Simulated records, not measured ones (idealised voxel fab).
Herein follows the process module entitled voxel wiring stack.
Pictured: cross-section cut, 180 nm wide, on a grid of 5 nm square cells.
Bands, listed from the top down, are how a cross-section gets written in this document; the cross-section itself is a grid of square cells, and a band is one or more rows of them.
In this notation a band is specified by the heights of its top and bottom, in that order and in nm, after which its materials appear from left to right, each paired with its width in nm. The word "everywhere" attached to a single material means that material fills the band from edge to edge; the word "blank" stands for empty space.
Where do heights start? At 0: under that level the wafer as delivered is made of one material only. And the lowest band has no floor; it just carries on downward, as in "from 0 down".
Width "30 to 40": first value at the band's top row of cells, second value at its bottom row, equal change from row to row.
The cross-section has no changed cell in any step marked "nothing different".
"Trapped cavities" means: voids of 8 cells or more that are shut off from the top with no open way through. Written width x height at distance, distance from the left edge, in nm.
Past the settings on a step's line: simulator remark, on that step.
overlay nm: where the mask lay relative to plan, measured to the right, on steps with a mask; negatives go left.

Process steps foreseen in the plan:
1) RECEIVE | material Si
2) CONFORMAL_DEP | material SiO2 | thk nm 15
3) DIRECTIONAL_DEP | material TiN | thk nm 5
4) DIRECTIONAL_DEP | material W | thk nm 20
5) DIRECTIONAL_DEP | material aC | thk nm 10
6) PATTERN | tone cover | mask id METAL_1 | material resist | width nm 30 | pitch nm 60 | thk nm 25 | overlay nm 0
7) DIRECTIONAL_ETCH | etch materials aC | depth nm 10
8) STRIP | etch materials resist
9) DIRECTIONAL_ETCH | etch materials W | depth nm 20
10) DIRECTIONAL_ETCH | etch materials TiN | depth nm 5
11) STRIP | etch materials aC
12) FILL_DEP | material lowk | thk nm 5
13) CMP | height nm 40
14) CONFORMAL_DEP | material SiCN | thk nm 5
15) DIRECTIONAL_DEP | material SiO2 | thk nm 20
16) DIRECTIONAL_DEP | material aC | thk nm 15
17) PATTERN | tone open | mask id PLUG_1 | material resist | width nm 15 | pitch nm 60 | thk nm 35 | overlay nm 0
18) DIRECTIONAL_ETCH | etch materials aC | depth nm 15
19) STRIP | etch materials resist
20) DIRECTIONAL_ETCH | etch materials SiO2 | depth nm 20
21) DIRECTIONAL_ETCH | etch materials SiCN | depth nm 5
22) STRIP | etch materials aC
23) EPI | material Ru | thk nm 10
24) EPI | material Ru | thk nm 10
25) EPI | material Ru | thk nm 5
26) DIRECTIONAL_DEP | material TiN | thk nm 5
27) DIRECTIONAL_DEP | material Ru | thk nm 15
28) MASKED_ETCH | tone cover | mask id METAL_2 | width nm 30 | pitch nm 60 | etch materials Ru | depth nm 15 | overlay nm 0
29) MASKED_ETCH | tone cover | mask id METAL_2 | width nm 30 | pitch nm 60 | etch materials TiN | depth nm 5 | overlay nm 0
30) CONFORMAL_DEP | material SiCN | thk nm 5
31) FILL_DEP | material lowk | thk nm 5
32) CMP | height nm 85
33) CONFORMAL_DEP | material SiCN | thk nm 5
Wafers differ in overlay nm at step 17; plan lists the first wafer's value; identical starting state.

The first of several wafers, as received after step 1, seen in section:
    from 0 down: Si everywhere
    Trapped cavities: none

Cross-section after step 33, the final step of the module, for the first of several wafers:
    from 90 to 85: SiCN everywhere
    from 85 to 70: 10 lowk  5 SiCN  30 Ru  5 SiCN  20 lowk  5 SiCN  30 Ru  5 SiCN  20 lowk  5 SiCN  30 Ru  5 SiCN  10 lowk
    from 70 to 65: 15 SiCN  30 TiN  30 SiCN  30 TiN  30 SiCN  30 TiN  15 SiCN
    from 65 to 45: 15 SiO2  15 Ru  45 SiO2  15 Ru  45 SiO2  15 Ru  30 SiO2
    from 45 to 40: 15 SiCN  15 Ru  45 SiCN  15 Ru  45 SiCN  15 Ru  30 SiCN
    from 40 to 20: 15 lowk  30 W  30 lowk  30 W  30 lowk  30 W  15 lowk
    from 20 to 15: 15 lowk  30 TiN  30 lowk  30 TiN  30 lowk  30 TiN  15 lowk
    from 15 to 0: SiO2 everywhere
    from 0 down: Si everywhere
    Trapped cavities: none

The last wafer as seen in cross-section at the end of the module:
    from 90 to 85: SiCN everywhere
    from 85 to 70: 10 lowk  5 SiCN  30 Ru  5 SiCN  20 lowk  5 SiCN  30 Ru  5 SiCN  20 lowk  5 SiCN  30 Ru  5 SiCN  10 lowk
    from 70 to 65: 15 SiCN  30 TiN  30 SiCN  30 TiN  30 SiCN  30 TiN  15 SiCN
    from 65 to 45: 30 SiO2  15 Ru  45 SiO2  15 Ru  45 SiO2  15 Ru  15 SiO2
    from 45 to 40: 30 SiCN  15 Ru  45 SiCN  15 Ru  45 SiCN  15 Ru  15 SiCN
    from 40 to 20: 15 lowk  30 W  30 lowk  30 W  30 lowk  30 W  15 lowk
    from 20 to 15: 15 lowk  30 TiN  30 lowk  30 TiN  30 lowk  30 TiN  15 lowk
    from 15 to 0: SiO2 everywhere
    from 0 down: Si everywhere
    Trapped cavities: none

Wafer rows, end of module: cells per material gained (+) or lost (-) since receipt; closed voids last:
overlay nm 0 | +99 Ru | +99 SiCN | +216 SiO2 | +36 TiN | +72 W | +126 lowk | Trapped cavities: none
overlay nm 5 | +99 Ru | +99 SiCN | +216 SiO2 | +36 TiN | +72 W | +126 lowk | Trapped cavities: none
overlay nm 10 | +99 Ru | +99 SiCN | +216 SiO2 | +36 TiN | +72 W | +126 lowk | Trapped cavities: none
overlay nm 15 | +99 Ru | +99 SiCN | +216 SiO2 | +36 TiN | +72 W | +126 lowk | Trapped cavities: none
